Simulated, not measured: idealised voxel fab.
Process module name: voxel capacitor over wiring
Section cut is 230 nm wide and gridded with 5 nm square cells.
Cross-section spec: square-cell grid; bands listed top down; each band is one or more rows.
What a band's entry tells you: where the top is and where the bottom is, as heights in nm, and after that what lies inside, material by material from left to right, each with its width in nm. Empty space is written as the word "empty", and a single material marked with the word "all across" occupies the band from edge to edge.
A quick word on heights: they are counted from 0, and under that level the wafer as it came to us is one material throughout. The lowest band is different from the rest in having no bottom; it simply continues downward, written as in "0 down".
Read "30->40" as a graded width: first number on top, second number at the bottom, same change between each pair of neighbouring rows.
Step note "no change occurred" = no cross-section cell changed.
"Closed void listing" - sealed voids, min. 8 cells, no opening to top; format: width x height at distance (distance from left edge; nm throughout).
On a step's line, text after the settings is the simulator commenting on that step.
"overlay nm" on a masked step: distance the mask lay right of its planned place, negative for left.

-- Process steps (planned)
- 1: RECEIVE [material Si]
- 2: CONFORMAL_DEP [material SiO2] [thk nm 15]
- 3: DIRECTIONAL_DEP [material TiN] [thk nm 5]
- 4: DIRECTIONAL_DEP [material Ru] [thk nm 15]
- 5: MASKED_ETCH [tone cover] [mask id METAL_1] [width nm 25] [pitch nm 80] [etch materials Ru] [depth nm 15] [overlay nm 0]
- 6: MASKED_ETCH [tone cover] [mask id METAL_1] [width nm 25] [pitch nm 80] [etch materials TiN] [depth nm 5] [overlay nm 0]
- 7: FILL_DEP [material SiO2] [thk nm 5]
- 8: CMP [height nm 35]
- 9: CONFORMAL_DEP [material SiCN] [thk nm 5]
- 10: DIRECTIONAL_DEP [material SiO2] [thk nm 20]
- 11: PATTERN [tone open] [mask id PLUG_1] [material resist] [width nm 15] [thk nm 20] [overlay nm 0]
- 12: DIRECTIONAL_ETCH [etch materials SiO2] [depth nm 20]
- 13: DIRECTIONAL_ETCH [etch materials SiCN] [depth nm 5]
- 14: STRIP [etch materials resist]
- 15: CONFORMAL_DEP [material TiN] [thk nm 5]
- 16: FILL_DEP [material Cu] [thk nm 5]
- 17: CMP [height nm 60]
- 18: DIRECTIONAL_DEP [material TiN] [thk nm 5]
- 19: DIRECTIONAL_DEP [material SiN] [thk nm 5]
- 20: DIRECTIONAL_DEP [material TiN] [thk nm 10]
- 21: PATTERN [tone cover] [mask id UPPER_PLATE] [material resist] [width nm 60] [thk nm 20] [overlay nm 0]
- 22: DIRECTIONAL_ETCH [etch materials TiN] [depth nm 10]
- 23: DIRECTIONAL_ETCH [etch materials SiN] [depth nm 5]
- 24: STRIP [etch materials resist]
- 25: DIRECTIONAL_DEP [material aC] [thk nm 15]
- 26: PATTERN [tone cover] [mask id LOWER_PLATE] [material resist] [width nm 70] [thk nm 30] [overlay nm 0]
- 27: DIRECTIONAL_ETCH [etch materials aC] [depth nm 15]
- 28: STRIP [etch materials resist]
- 29: DIRECTIONAL_ETCH [etch materials TiN] [depth nm 5]
- 30: STRIP [etch materials aC]
- 31: FILL_DEP [material SiO2] [thk nm 15]
- 32: CMP [height nm 90]
- 33: DIRECTIONAL_DEP [material aC] [thk nm 10]
- 34: PATTERN [tone open] [mask id PLUG_2] [material resist] [width nm 15] [thk nm 30] [overlay nm 0]
- 35: DIRECTIONAL_ETCH [etch materials aC] [depth nm 10]
- 36: STRIP [etch materials resist]
- 37: DIRECTIONAL_ETCH [etch materials SiO2] [depth nm 10]
- 38: STRIP [etch materials aC]
- 39: CONFORMAL_DEP [material TiN] [thk nm 5]
- 40: FILL_DEP [material Ru] [thk nm 5]
- 41: CMP [height nm 90]
- 42: CONFORMAL_DEP [material SiCN] [thk nm 5]

-- First of two wafers - as planned

-- The cross-section here shows the wafer as received, i.e. in its state after step 1
* 0 down = Si all across
* Closed void listing: none

-- Wafer xsec, post step 2
* 15 to 0 = SiO2 all across
* Heights below 0 show no change.

-- Wafer xsec, post step 3
* 20 to 15 = TiN all across
* Heights below 15 show no change.

-- Wafer xsec, post step 4
* 35 to 20 = Ru all across
* Heights below 20 show no change.

-- Wafer xsec, post step 5
* 35 to 20 = 60 empty, 25 Ru, 55 empty, 25 Ru, 65 empty
* Heights below 20 show no change.

-- Wafer xsec, post step 6
* 35 to 20 = 60 empty, 25 Ru, 55 empty, 25 Ru, 65 empty
* 20 to 15 = 60 empty, 25 TiN, 55 empty, 25 TiN, 65 empty
* Heights below 15 show no change.

-- Wafer xsec, post step 7
* 40 to 35 = SiO2 all across
* 35 to 20 = 60 SiO2, 25 Ru, 55 SiO2, 25 Ru, 65 SiO2
* 20 to 15 = 60 SiO2, 25 TiN, 55 SiO2, 25 TiN, 65 SiO2
* Heights below 15 show no change.

-- Wafer xsec, post step 8
* 35 to 20 = 60 SiO2, 25 Ru, 55 SiO2, 25 Ru, 65 SiO2
* Heights below 20 show no change.

-- Wafer xsec, post step 9
* 40 to 35 = SiCN all across
* Heights below 35 show no change.

-- Wafer xsec, post step 10
* 60 to 40 = SiO2 all across
* Heights below 40 show no change.

-- Wafer xsec, post step 11
* 80 to 60 = 70 resist, 15 empty, 145 resist
* Heights below 60 show no change.

-- Wafer xsec, post step 12
* 80 to 60 = 70 resist, 15 empty, 145 resist
* 60 to 40 = 70 SiO2, 15 empty, 145 SiO2
* Heights below 40 show no change.

-- Wafer xsec, post step 13
* 80 to 60 = 70 resist, 15 empty, 145 resist
* 60 to 40 = 70 SiO2, 15 empty, 145 SiO2
* 40 to 35 = 70 SiCN, 15 empty, 145 SiCN
* Heights below 35 show no change.

-- Wafer xsec, post step 14
* 60 to 40 = 70 SiO2, 15 empty, 145 SiO2
* Heights below 40 show no change.

-- Wafer xsec, post step 15
* 65 to 60 = 75 TiN, 5 empty, 150 TiN
* 60 to 40 = 70 SiO2, 5 TiN, 5 empty, 5 TiN, 145 SiO2
* 40 to 35 = 70 SiCN, 15 TiN, 145 SiCN
* Heights below 35 show no change.

-- Wafer xsec, post step 16
* 70 to 65 = Cu all across
* 65 to 60 = 75 TiN, 5 Cu, 150 TiN
* 60 to 40 = 70 SiO2, 5 TiN, 5 Cu, 5 TiN, 145 SiO2
* Heights below 40 show no change.

-- Wafer xsec, post step 17
* 60 to 40 = 70 SiO2, 5 TiN, 5 Cu, 5 TiN, 145 SiO2
* Heights below 40 show no change.

-- Wafer xsec, post step 18
* 65 to 60 = TiN all across
* Heights below 60 show no change.

-- Wafer xsec, post step 19
* 70 to 65 = SiN all across
* Heights below 65 show no change.

-- Wafer xsec, post step 20
* 80 to 70 = TiN all across
* Heights below 70 show no change.

-- Wafer xsec, post step 21
* 100 to 80 = 70 empty, 60 resist, 100 empty
* Heights below 80 show no change.

-- Wafer xsec, post step 22
* 100 to 80 = 70 empty, 60 resist, 100 empty
* 80 to 70 = 70 empty, 60 TiN, 100 empty
* Heights below 70 show no change.

-- Wafer xsec, post step 23
* 100 to 80 = 70 empty, 60 resist, 100 empty
* 80 to 70 = 70 empty, 60 TiN, 100 empty
* 70 to 65 = 70 empty, 60 SiN, 100 empty
* Heights below 65 show no change.

-- Wafer xsec, post step 24
* 80 to 70 = 70 empty, 60 TiN, 100 empty
* Heights below 70 show no change.

-- Wafer xsec, post step 25
* 95 to 80 = 70 empty, 60 aC, 100 empty
* 80 to 70 = 70 aC, 60 TiN, 100 aC
* 70 to 65 = 70 aC, 60 SiN, 100 aC
* Heights below 65 show no change.

-- Wafer xsec, post step 26
* 125 to 95 = 65 empty, 70 resist, 95 empty
* 95 to 80 = 65 empty, 5 resist, 60 aC, 5 resist, 95 empty
* Heights below 80 show no change.

-- Wafer xsec, post step 27
* 110 to 95 = 65 empty, 70 resist, 95 empty
* 95 to 80 = 65 empty, 5 resist, 60 aC, 5 resist, 95 empty
* 80 to 70 = 65 empty, 5 aC, 60 TiN, 5 aC, 95 empty
* 70 to 65 = 65 empty, 5 aC, 60 SiN, 5 aC, 95 empty
* Heights below 65 show no change.

-- Wafer xsec, post step 28
* 95 to 80 = 70 empty, 60 aC, 100 empty
* Heights below 80 show no change.

-- Wafer xsec, post step 29
* 95 to 80 = 70 empty, 60 aC, 100 empty
* 80 to 70 = 65 empty, 5 aC, 60 TiN, 5 aC, 95 empty
* 70 to 65 = 65 empty, 5 aC, 60 SiN, 5 aC, 95 empty
* 65 to 60 = 65 empty, 70 TiN, 95 empty
* Heights below 60 show no change.

-- Wafer xsec, post step 30
* 80 to 70 = 70 empty, 60 TiN, 100 empty
* 70 to 65 = 70 empty, 60 SiN, 100 empty
* Heights below 65 show no change.

-- Wafer xsec, post step 31
* 95 to 80 = SiO2 all across
* 80 to 70 = 70 SiO2, 60 TiN, 100 SiO2
* 70 to 65 = 70 SiO2, 60 SiN, 100 SiO2
* 65 to 60 = 65 SiO2, 70 TiN, 95 SiO2
* Heights below 60 show no change.

-- Wafer xsec, post step 32
* 90 to 80 = SiO2 all across
* Heights below 80 show no change.

-- Wafer xsec, post step 33
* 100 to 90 = aC all across
* Heights below 90 show no change.

-- Wafer xsec, post step 34
* 130 to 100 = 80 resist, 15 empty, 135 resist
* Heights below 100 show no change.

-- Wafer xsec, post step 35
* 120 to 100 = 80 resist, 15 empty, 135 resist
* 100 to 90 = 80 aC, 15 empty, 135 aC
* Heights below 90 show no change.

-- Wafer xsec, post step 36
* 100 to 90 = 80 aC, 15 empty, 135 aC
* Heights below 90 show no change.

-- Wafer xsec, post step 37
* 100 to 90 = 80 aC, 15 empty, 135 aC
* 90 to 80 = 80 SiO2, 15 empty, 135 SiO2
* Heights below 80 show no change.

-- Wafer xsec, post step 38
* 90 to 80 = 80 SiO2, 15 empty, 135 SiO2
* Heights below 80 show no change.

-- Wafer xsec, post step 39
* 95 to 90 = 85 TiN, 5 empty, 140 TiN
* 90 to 85 = 80 SiO2, 5 TiN, 5 empty, 5 TiN, 135 SiO2
* 85 to 80 = 80 SiO2, 15 TiN, 135 SiO2
* Heights below 80 show no change.

-- Wafer xsec, post step 40
* 100 to 95 = Ru all across
* 95 to 90 = 85 TiN, 5 Ru, 140 TiN
* 90 to 85 = 80 SiO2, 5 TiN, 5 Ru, 5 TiN, 135 SiO2
* Heights below 85 show no change.

-- Wafer xsec, post step 41
* 90 to 85 = 80 SiO2, 5 TiN, 5 Ru, 5 TiN, 135 SiO2
* Heights below 85 show no change.

-- Wafer xsec, post step 42
* 95 to 90 = SiCN all across
* Heights below 90 show no change.

-- Second Wafer (Identical Start and Plan, One Processing Error; Matches First Wafer Through Step 20)

-- Second wafer, cross-section, planned end of step 21
* 100 to 80 = 70 resist, 60 empty, 100 resist
* Heights below 80 show no change.

-- Second wafer, cross-section, planned end of step 22
* 100 to 80 = 70 resist, 60 empty, 100 resist
* 80 to 70 = 70 TiN, 60 empty, 100 TiN
* Heights below 70 show no change.

-- Second wafer, cross-section, planned end of step 23
* 100 to 80 = 70 resist, 60 empty, 100 resist
* 80 to 70 = 70 TiN, 60 empty, 100 TiN
* 70 to 65 = 70 SiN, 60 empty, 100 SiN
* Heights below 65 show no change.

-- Second wafer, cross-section, planned end of step 24
* 80 to 70 = 70 TiN, 60 empty, 100 TiN
* Heights below 70 show no change.

-- Second wafer, cross-section, planned end of step 25
* 95 to 80 = 70 aC, 60 empty, 100 aC
* 80 to 70 = 70 TiN, 60 aC, 100 TiN
* 70 to 65 = 70 SiN, 60 aC, 100 SiN
* Heights below 65 show no change.

-- Second wafer, cross-section, planned end of step 26
* 125 to 95 = 65 empty, 70 resist, 95 empty
* 95 to 80 = 70 aC, 60 resist, 100 aC
* Heights below 80 show no change.

-- Second wafer, cross-section, planned end of step 27
* 110 to 95 = 65 empty, 70 resist, 95 empty
* 95 to 80 = 65 empty, 5 aC, 60 resist, 5 aC, 95 empty
* Heights below 80 show no change.

-- Second wafer, cross-section, planned end of step 28
* 95 to 80 = 65 empty, 5 aC, 60 empty, 5 aC, 95 empty
* Heights below 80 show no change.

-- Second wafer, cross-section, planned end of step 29
* 95 to 80 = 65 empty, 5 aC, 60 empty, 5 aC, 95 empty
* 80 to 75 = 65 empty, 5 TiN, 60 aC, 5 TiN, 95 empty
* Heights below 75 show no change.

-- Second wafer, cross-section, planned end of step 30
* 80 to 75 = 65 empty, 5 TiN, 60 empty, 5 TiN, 95 empty
* 75 to 70 = 70 TiN, 60 empty, 100 TiN
* 70 to 65 = 70 SiN, 60 empty, 100 SiN
* Heights below 65 show no change.

-- Second wafer, cross-section, planned end of step 31
* 95 to 80 = SiO2 all across
* 80 to 75 = 65 SiO2, 5 TiN, 60 SiO2, 5 TiN, 95 SiO2
* 75 to 70 = 70 TiN, 60 SiO2, 100 TiN
* 70 to 65 = 70 SiN, 60 SiO2, 100 SiN
* Heights below 65 show no change.

-- Second wafer, cross-section, planned end of step 32
* 90 to 80 = SiO2 all across
* Heights below 80 show no change.

-- Second wafer, cross-section, planned end of step 33
* 100 to 90 = aC all across
* Heights below 90 show no change.

-- Second wafer, cross-section, planned end of step 34
* 130 to 100 = 80 resist, 15 empty, 135 resist
* Heights below 100 show no change.

-- Second wafer, cross-section, planned end of step 35
* 120 to 100 = 80 resist, 15 empty, 135 resist
* 100 to 90 = 80 aC, 15 empty, 135 aC
* Heights below 90 show no change.

-- Second wafer, cross-section, planned end of step 36
* 100 to 90 = 80 aC, 15 empty, 135 aC
* Heights below 90 show no change.

-- Second wafer, cross-section, planned end of step 37
* 100 to 90 = 80 aC, 15 empty, 135 aC
* 90 to 80 = 80 SiO2, 15 empty, 135 SiO2
* Heights below 80 show no change.

-- Second wafer, cross-section, planned end of step 38
* 90 to 80 = 80 SiO2, 15 empty, 135 SiO2
* Heights below 80 show no change.

-- Second wafer, cross-section, planned end of step 39
* 95 to 90 = 85 TiN, 5 empty, 140 TiN
* 90 to 85 = 80 SiO2, 5 TiN, 5 empty, 5 TiN, 135 SiO2
* 85 to 80 = 80 SiO2, 15 TiN, 135 SiO2
* Heights below 80 show no change.

-- Second wafer, cross-section, planned end of step 40
* 100 to 95 = Ru all across
* 95 to 90 = 85 TiN, 5 Ru, 140 TiN
* 90 to 85 = 80 SiO2, 5 TiN, 5 Ru, 5 TiN, 135 SiO2
* Heights below 85 show no change.

-- Second wafer, cross-section, planned end of step 41
* 90 to 85 = 80 SiO2, 5 TiN, 5 Ru, 5 TiN, 135 SiO2
* Heights below 85 show no change.

-- Second wafer, cross-section, planned end of step 42
* 95 to 90 = SiCN all across
* Heights below 90 show no change.
Run error: contrary to plan, step 21 was performed as PATTERN [tone open] [mask id UPPER_PLATE] [material resist] [width nm 60] [thk nm 20] [overlay nm 0]
Heads up, by the end the second wafer has more or fewer cells of some materials compared to the first: +22 SiN, -66 SiO2, +44 TiN
